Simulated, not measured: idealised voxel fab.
Title: Process Module voxel capacitor over wiring
We display cut, a cross-section 160 nm in width whose square cells are each 5 nm.
Cross-sections here: square-cell grids, written as top-down lists of bands, a band being one or more rows of cells.
Top, bottom (nm), then materials left to right with widths (nm); lone material tagged "everywhere" fills the whole band edge to edge; "blank" = empty space.
A quick word on heights: they are counted from 0, and under that level the wafer as it came to us is one material throughout. The lowest band is different from the rest in having no bottom; it simply continues downward, written as in "0 nm and below".
Top row gets the first number, bottom row gets the second, and each row in between changes by the same step: that is how a band width like "30..40" works.
Take "nothing got changed" at face value: in the step it is given for, the cross-section changed in none of its cells.
Any empty space of 8 cells or more lacking an open way to the top shows up in "Closed-off voids" as width x height at distance, distance from the left edge, in nm.
after a step's settings: what the simulator itself notes on the step
"overlay nm" answers the question of how far to the right of plan the mask lay on a step that has a mask, and when it is negative the answer is to the left.

**These are the steps we planned for the process**
- 1: RECEIVE with material Si
- 2: CONFORMAL_DEP with material SiO2, thk nm 10
- 3: DIRECTIONAL_DEP with material TiN, thk nm 5
- 4: DIRECTIONAL_DEP with material Ru, thk nm 15
- 5: PATTERN with tone cover, mask id METAL_1, material resist, width nm 25, pitch nm 95, thk nm 20, overlay nm 0
- 6: DIRECTIONAL_ETCH with etch materials Ru, depth nm 15
- 7: DIRECTIONAL_ETCH with etch materials TiN, depth nm 5
- 8: STRIP with etch materials resist
- 9: CONFORMAL_DEP with material SiCN, thk nm 5
- 10: FILL_DEP with material SiO2, thk nm 5
- 11: CMP with height nm 30
- 12: CONFORMAL_DEP with material SiCN, thk nm 5
- 13: DIRECTIONAL_DEP with material SiO2, thk nm 15
- 14: DIRECTIONAL_DEP with material aC, thk nm 10
- 15: PATTERN with tone open, mask id PLUG_1, material resist, width nm 15, thk nm 25, overlay nm 0
- 16: DIRECTIONAL_ETCH with etch materials aC, depth nm 10
- 17: STRIP with etch materials resist
- 18: DIRECTIONAL_ETCH with etch materials SiO2, depth nm 15
- 19: DIRECTIONAL_ETCH with etch materials SiCN, depth nm 5
- 20: STRIP with etch materials aC
- 21: CONFORMAL_DEP with material TiN, thk nm 5
- 22: FILL_DEP with material Cu, thk nm 5
- 23: CMP with height nm 50
- 24: DIRECTIONAL_DEP with material TiN, thk nm 10
- 25: DIRECTIONAL_DEP with material HfO2, thk nm 5
- 26: DIRECTIONAL_DEP with material TiN, thk nm 10
- 27: DIRECTIONAL_DEP with material aC, thk nm 10
- 28: PATTERN with tone cover, mask id UPPER_PLATE, material resist, width nm 75, thk nm 30, overlay nm 0
- 29: DIRECTIONAL_ETCH with etch materials aC, depth nm 10
- 30: STRIP with etch materials resist
- 31: DIRECTIONAL_ETCH with etch materials TiN, depth nm 10
- 32: DIRECTIONAL_ETCH with etch materials HfO2, depth nm 5
- 33: STRIP with etch materials aC
- 34: DIRECTIONAL_DEP with material aC, thk nm 10
- 35: PATTERN with tone cover, mask id LOWER_PLATE, material resist, width nm 85, thk nm 25, overlay nm 0
- 36: DIRECTIONAL_ETCH with etch materials aC, depth nm 10
- 37: STRIP with etch materials resist
- 38: DIRECTIONAL_ETCH with etch materials TiN, depth nm 10
- 39: STRIP with etch materials aC
- 40: FILL_DEP with material SiO2, thk nm 20
- 41: CMP with height nm 90
- 42: MASKED_ETCH with tone open, mask id PLUG_2, width nm 15, etch materials SiO2, depth nm 15, overlay nm 0
- 43: CONFORMAL_DEP with material TiN, thk nm 5
- 44: FILL_DEP with material Cu, thk nm 5
- 45: CMP with height nm 90
- 46: CONFORMAL_DEP with material SiN, thk nm 5

**First wafer of two (run as planned)**

**As-received state of the wafer in cross-section, equivalent to post-step 1**
0 nm and below = Si everywhere
Closed-off voids: none

**Wafer section view after processing step 2**
10 nm to 0 nm = SiO2 everywhere
Below a height of 0, the structure has not been altered.

**Wafer section view after processing step 3**
15 nm to 10 nm = TiN everywhere
Below a height of 10, the structure has not been altered.

**Wafer section view after processing step 4**
30 nm to 15 nm = Ru everywhere
Below a height of 15, the structure has not been altered.

**Wafer section view after processing step 5**
50 nm to 30 nm = 20 of blank, then 25 of resist, then 70 of blank, then 25 of resist, then 20 of blank
Below a height of 30, the structure has not been altered.

**Wafer section view after processing step 6**
50 nm to 30 nm = 20 of blank, then 25 of resist, then 70 of blank, then 25 of resist, then 20 of blank
30 nm to 15 nm = 20 of blank, then 25 of Ru, then 70 of blank, then 25 of Ru, then 20 of blank
Below a height of 15, the structure has not been altered.

**Wafer section view after processing step 7**
50 nm to 30 nm = 20 of blank, then 25 of resist, then 70 of blank, then 25 of resist, then 20 of blank
30 nm to 15 nm = 20 of blank, then 25 of Ru, then 70 of blank, then 25 of Ru, then 20 of blank
15 nm to 10 nm = 20 of blank, then 25 of TiN, then 70 of blank, then 25 of TiN, then 20 of blank
Below a height of 10, the structure has not been altered.

**Wafer section view after processing step 8**
30 nm to 15 nm = 20 of blank, then 25 of Ru, then 70 of blank, then 25 of Ru, then 20 of blank
Below a height of 15, the structure has not been altered.

**Wafer section view after processing step 9**
35 nm to 30 nm = 15 of blank, then 35 of SiCN, then 60 of blank, then 35 of SiCN, then 15 of blank
30 nm to 15 nm = 15 of blank, then 5 of SiCN, then 25 of Ru, then 5 of SiCN, then 60 of blank, then 5 of SiCN, then 25 of Ru, then 5 of SiCN, then 15 of blank
15 nm to 10 nm = 20 of SiCN, then 25 of TiN, then 70 of SiCN, then 25 of TiN, then 20 of SiCN
Below a height of 10, the structure has not been altered.

**Wafer section view after processing step 10**
40 nm to 35 nm = SiO2 everywhere
35 nm to 30 nm = 15 of SiO2, then 35 of SiCN, then 60 of SiO2, then 35 of SiCN, then 15 of SiO2
30 nm to 15 nm = 15 of SiO2, then 5 of SiCN, then 25 of Ru, then 5 of SiCN, then 60 of SiO2, then 5 of SiCN, then 25 of Ru, then 5 of SiCN, then 15 of SiO2
Below a height of 15, the structure has not been altered.

**Wafer section view after processing step 11**
30 nm to 15 nm = 15 of SiO2, then 5 of SiCN, then 25 of Ru, then 5 of SiCN, then 60 of SiO2, then 5 of SiCN, then 25 of Ru, then 5 of SiCN, then 15 of SiO2
Below a height of 15, the structure has not been altered.

**Wafer section view after processing step 12**
35 nm to 30 nm = SiCN everywhere
Below a height of 30, the structure has not been altered.

**Wafer section view after processing step 13**
50 nm to 35 nm = SiO2 everywhere
Below a height of 35, the structure has not been altered.

**Wafer section view after processing step 14**
60 nm to 50 nm = aC everywhere
Below a height of 50, the structure has not been altered.

**Wafer section view after processing step 15**
85 nm to 60 nm = 30 of resist, then 15 of blank, then 115 of resist
Below a height of 60, the structure has not been altered.

**Wafer section view after processing step 16**
75 nm to 60 nm = 30 of resist, then 15 of blank, then 115 of resist
60 nm to 50 nm = 30 of aC, then 15 of blank, then 115 of aC
Below a height of 50, the structure has not been altered.

**Wafer section view after processing step 17**
60 nm to 50 nm = 30 of aC, then 15 of blank, then 115 of aC
Below a height of 50, the structure has not been altered.

**Wafer section view after processing step 18**
60 nm to 50 nm = 30 of aC, then 15 of blank, then 115 of aC
50 nm to 35 nm = 30 of SiO2, then 15 of blank, then 115 of SiO2
Below a height of 35, the structure has not been altered.

**Wafer section view after processing step 19**
60 nm to 50 nm = 30 of aC, then 15 of blank, then 115 of aC
50 nm to 35 nm = 30 of SiO2, then 15 of blank, then 115 of SiO2
35 nm to 30 nm = 30 of SiCN, then 15 of blank, then 115 of SiCN
Below a height of 30, the structure has not been altered.

**Wafer section view after processing step 20**
50 nm to 35 nm = 30 of SiO2, then 15 of blank, then 115 of SiO2
Below a height of 35, the structure has not been altered.

**Wafer section view after processing step 21**
55 nm to 50 nm = 35 of TiN, then 5 of blank, then 120 of TiN
50 nm to 35 nm = 30 of SiO2, then 5 of TiN, then 5 of blank, then 5 of TiN, then 115 of SiO2
35 nm to 30 nm = 30 of SiCN, then 15 of TiN, then 115 of SiCN
Below a height of 30, the structure has not been altered.

**Wafer section view after processing step 22**
60 nm to 55 nm = Cu everywhere
55 nm to 50 nm = 35 of TiN, then 5 of Cu, then 120 of TiN
50 nm to 35 nm = 30 of SiO2, then 5 of TiN, then 5 of Cu, then 5 of TiN, then 115 of SiO2
Below a height of 35, the structure has not been altered.

**Wafer section view after processing step 23**
50 nm to 35 nm = 30 of SiO2, then 5 of TiN, then 5 of Cu, then 5 of TiN, then 115 of SiO2
Below a height of 35, the structure has not been altered.

**Wafer section view after processing step 24**
60 nm to 50 nm = TiN everywhere
Below a height of 50, the structure has not been altered.

**Wafer section view after processing step 25**
65 nm to 60 nm = HfO2 everywhere
Below a height of 60, the structure has not been altered.

**Wafer section view after processing step 26**
75 nm to 65 nm = TiN everywhere
Below a height of 65, the structure has not been altered.

**Wafer section view after processing step 27**
85 nm to 75 nm = aC everywhere
Below a height of 75, the structure has not been altered.

**Wafer section view after processing step 28**
115 nm to 85 nm = 30 of blank, then 75 of resist, then 55 of blank
Below a height of 85, the structure has not been altered.

**Wafer section view after processing step 29**
105 nm to 85 nm = 30 of blank, then 75 of resist, then 55 of blank
85 nm to 75 nm = 30 of blank, then 75 of aC, then 55 of blank
Below a height of 75, the structure has not been altered.

**Wafer section view after processing step 30**
85 nm to 75 nm = 30 of blank, then 75 of aC, then 55 of blank
Below a height of 75, the structure has not been altered.

**Wafer section view after processing step 31**
85 nm to 75 nm = 30 of blank, then 75 of aC, then 55 of blank
75 nm to 65 nm = 30 of blank, then 75 of TiN, then 55 of blank
Below a height of 65, the structure has not been altered.

**Wafer section view after processing step 32**
85 nm to 75 nm = 30 of blank, then 75 of aC, then 55 of blank
75 nm to 65 nm = 30 of blank, then 75 of TiN, then 55 of blank
65 nm to 60 nm = 30 of blank, then 75 of HfO2, then 55 of blank
Below a height of 60, the structure has not been altered.

**Wafer section view after processing step 33**
75 nm to 65 nm = 30 of blank, then 75 of TiN, then 55 of blank
Below a height of 65, the structure has not been altered.

**Wafer section view after processing step 34**
85 nm to 75 nm = 30 of blank, then 75 of aC, then 55 of blank
75 nm to 70 nm = 30 of blank, then 75 of TiN, then 55 of blank
70 nm to 65 nm = 30 of aC, then 75 of TiN, then 55 of aC
65 nm to 60 nm = 30 of aC, then 75 of HfO2, then 55 of aC
Below a height of 60, the structure has not been altered.

**Wafer section view after processing step 35**
110 nm to 85 nm = 25 of blank, then 85 of resist, then 50 of blank
85 nm to 75 nm = 25 of blank, then 5 of resist, then 75 of aC, then 5 of resist, then 50 of blank
75 nm to 70 nm = 25 of blank, then 5 of resist, then 75 of TiN, then 5 of resist, then 50 of blank
Below a height of 70, the structure has not been altered.

**Wafer section view after processing step 36**
100 nm to 85 nm = 25 of blank, then 85 of resist, then 50 of blank
85 nm to 75 nm = 25 of blank, then 5 of resist, then 75 of aC, then 5 of resist, then 50 of blank
75 nm to 70 nm = 25 of blank, then 5 of resist, then 75 of TiN, then 5 of resist, then 50 of blank
70 nm to 65 nm = 25 of blank, then 5 of aC, then 75 of TiN, then 5 of aC, then 50 of blank
65 nm to 60 nm = 25 of blank, then 5 of aC, then 75 of HfO2, then 5 of aC, then 50 of blank
Below a height of 60, the structure has not been altered.

**Wafer section view after processing step 37**
85 nm to 75 nm = 30 of blank, then 75 of aC, then 55 of blank
75 nm to 70 nm = 30 of blank, then 75 of TiN, then 55 of blank
Below a height of 70, the structure has not been altered.

**Wafer section view after processing step 38**
85 nm to 75 nm = 30 of blank, then 75 of aC, then 55 of blank
75 nm to 70 nm = 30 of blank, then 75 of TiN, then 55 of blank
70 nm to 65 nm = 25 of blank, then 5 of aC, then 75 of TiN, then 5 of aC, then 50 of blank
65 nm to 60 nm = 25 of blank, then 5 of aC, then 75 of HfO2, then 5 of aC, then 50 of blank
60 nm to 50 nm = 25 of blank, then 85 of TiN, then 50 of blank
Below a height of 50, the structure has not been altered.

**Wafer section view after processing step 39**
75 nm to 65 nm = 30 of blank, then 75 of TiN, then 55 of blank
65 nm to 60 nm = 30 of blank, then 75 of HfO2, then 55 of blank
Below a height of 60, the structure has not been altered.

**Wafer section view after processing step 40**
95 nm to 75 nm = SiO2 everywhere
75 nm to 65 nm = 30 of SiO2, then 75 of TiN, then 55 of SiO2
65 nm to 60 nm = 30 of SiO2, then 75 of HfO2, then 55 of SiO2
60 nm to 50 nm = 25 of SiO2, then 85 of TiN, then 50 of SiO2
Below a height of 50, the structure has not been altered.

**Wafer section view after processing step 41**
90 nm to 75 nm = SiO2 everywhere
Below a height of 75, the structure has not been altered.

**Wafer section view after processing step 42**
90 nm to 75 nm = 40 of SiO2, then 15 of blank, then 105 of SiO2
Below a height of 75, the structure has not been altered.

**Wafer section view after processing step 43**
95 nm to 90 nm = 45 of TiN, then 5 of blank, then 110 of TiN
90 nm to 80 nm = 40 of SiO2, then 5 of TiN, then 5 of blank, then 5 of TiN, then 105 of SiO2
80 nm to 75 nm = 40 of SiO2, then 15 of TiN, then 105 of SiO2
Below a height of 75, the structure has not been altered.

**Wafer section view after processing step 44**
100 nm to 95 nm = Cu everywhere
95 nm to 90 nm = 45 of TiN, then 5 of Cu, then 110 of TiN
90 nm to 80 nm = 40 of SiO2, then 5 of TiN, then 5 of Cu, then 5 of TiN, then 105 of SiO2
Below a height of 80, the structure has not been altered.

**Wafer section view after processing step 45**
90 nm to 80 nm = 40 of SiO2, then 5 of TiN, then 5 of Cu, then 5 of TiN, then 105 of SiO2
Below a height of 80, the structure has not been altered.

**Wafer section view after processing step 46**
95 nm to 90 nm = SiN everywhere
Below a height of 90, the structure has not been altered.

**Second wafer, same starting state and plan as the first, one mistake in the run, identical through step 33**

**What the second wafer looks like in cross-section when step 34 should have wrapped up**
85 nm to 75 nm = 30 of blank, then 75 of SiN, then 55 of blank
75 nm to 70 nm = 30 of blank, then 75 of TiN, then 55 of blank
70 nm to 65 nm = 30 of SiN, then 75 of TiN, then 55 of SiN
65 nm to 60 nm = 30 of SiN, then 75 of HfO2, then 55 of SiN
Below a height of 60, the structure has not been altered.

**What the second wafer looks like in cross-section when step 35 should have wrapped up**
110 nm to 85 nm = 25 of blank, then 85 of resist, then 50 of blank
85 nm to 75 nm = 25 of blank, then 5 of resist, then 75 of SiN, then 5 of resist, then 50 of blank
75 nm to 70 nm = 25 of blank, then 5 of resist, then 75 of TiN, then 5 of resist, then 50 of blank
Below a height of 70, the structure has not been altered.

**What the second wafer looks like in cross-section when step 36 should have wrapped up**
100 nm to 85 nm = 25 of blank, then 85 of resist, then 50 of blank
Below a height of 85, the structure has not been altered.

**What the second wafer looks like in cross-section when step 37 should have wrapped up**
85 nm to 75 nm = 30 of blank, then 75 of SiN, then 55 of blank
75 nm to 70 nm = 30 of blank, then 75 of TiN, then 55 of blank
Below a height of 70, the structure has not been altered.

What the second wafer looks like in cross-section when step 38 should have wrapped up: nothing got changed

What the second wafer looks like in cross-section when step 39 should have wrapped up: nothing got changed

**What the second wafer looks like in cross-section when step 40 should have wrapped up**
105 nm to 85 nm = SiO2 everywhere
85 nm to 75 nm = 30 of SiO2, then 75 of SiN, then 55 of SiO2
75 nm to 70 nm = 30 of SiO2, then 75 of TiN, then 55 of SiO2
Below a height of 70, the structure has not been altered.

**What the second wafer looks like in cross-section when step 41 should have wrapped up**
90 nm to 85 nm = SiO2 everywhere
Below a height of 85, the structure has not been altered.

**What the second wafer looks like in cross-section when step 42 should have wrapped up**
90 nm to 85 nm = 40 of SiO2, then 15 of blank, then 105 of SiO2
Below a height of 85, the structure has not been altered.

**What the second wafer looks like in cross-section when step 43 should have wrapped up**
95 nm to 90 nm = 45 of TiN, then 5 of blank, then 110 of TiN
90 nm to 85 nm = 40 of SiO2, then 15 of TiN, then 105 of SiO2
Below a height of 85, the structure has not been altered.

**What the second wafer looks like in cross-section when step 44 should have wrapped up**
100 nm to 95 nm = Cu everywhere
95 nm to 90 nm = 45 of TiN, then 5 of Cu, then 110 of TiN
Below a height of 90, the structure has not been altered.

**What the second wafer looks like in cross-section when step 45 should have wrapped up**
90 nm to 85 nm = 40 of SiO2, then 15 of TiN, then 105 of SiO2
Below a height of 85, the structure has not been altered.

**What the second wafer looks like in cross-section when step 46 should have wrapped up**
95 nm to 90 nm = SiN everywhere
Below a height of 90, the structure has not been altered.
Error vs. plan: step 34 did not use the planned setting and instead ran as DIRECTIONAL_DEP with material SiN, thk nm 10
Counted in cells at the end, the second wafer holds more or fewer of these materials than the first: 2 fewer of Cu | 64 more of SiN | 88 fewer of SiO2 | 26 more of TiN
